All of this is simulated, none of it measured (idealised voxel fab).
process module | voxel trench capacitor
cross-section cut | 285 nm wide | cells 5 nm
A cross-section is a grid of square cells, given in bands from the top down. A band is one or more rows of cells.
Each band's line starts with the height of the band's top and of its bottom, in nm. Then come its materials from left to right, each with its width in nm. One material with "throughout" fills the band from edge to edge. "air" is empty space.
Height 0 is the level under which the wafer as received is all one material. The lowest band goes on downwards, as in "0 down".
A width such as "30 to 40" changes by the same amount from each row of cells to the next, from the band's top row to its bottom row.
"no change" after a step means that no cell of the cross-section changed.
closed voids: empty space of 8 cells or more with no open way to the top, each as width x height at its distance from the left edge, in nm
after a step's settings: what the simulator itself notes on the step
overlay nm, on a step with a mask: how far to the right of its planned place the mask lay; to the left if negative
plan
1 op RECEIVE | material Si
2 op CONFORMAL_DEP | material SiN | thk nm 10
3 op MASKED_ETCH | tone open | mask id TRENCH | width nm 25 | pitch nm 55 | etch materials SiN | depth nm 10 | overlay nm 0
4 op MASKED_ETCH | tone open | mask id TRENCH | width nm 25 | pitch nm 55 | etch materials Si | depth nm 40 | overlay nm 0
5 op CONFORMAL_DEP | material HfO2 | thk nm 5
6 op CONFORMAL_DEP | material TiN | thk nm 5
7 op FILL_DEP | material W | thk nm 10
8 op CMP | height nm 10
as received, after step 1
  0 down: Si throughout
  closed voids: none
a wafer at the end: this start, this plan, one mistake
  0 to -30: Si 100 | HfO2 5 | TiN 5 | W 5 | TiN 5 | HfO2 5 | Si 30 | HfO2 5 | TiN 5 | W 5 | TiN 5 | HfO2 5 | Si 105
  -30 to -35: Si 100 | HfO2 5 | TiN 15 | HfO2 5 | Si 30 | HfO2 5 | TiN 15 | HfO2 5 | Si 105
  -35 to -40: Si 100 | HfO2 25 | Si 30 | HfO2 25 | Si 105
  -40 down: Si throughout
  closed voids: none
what went wrong: step 8 ran as: op CMP | height nm 0
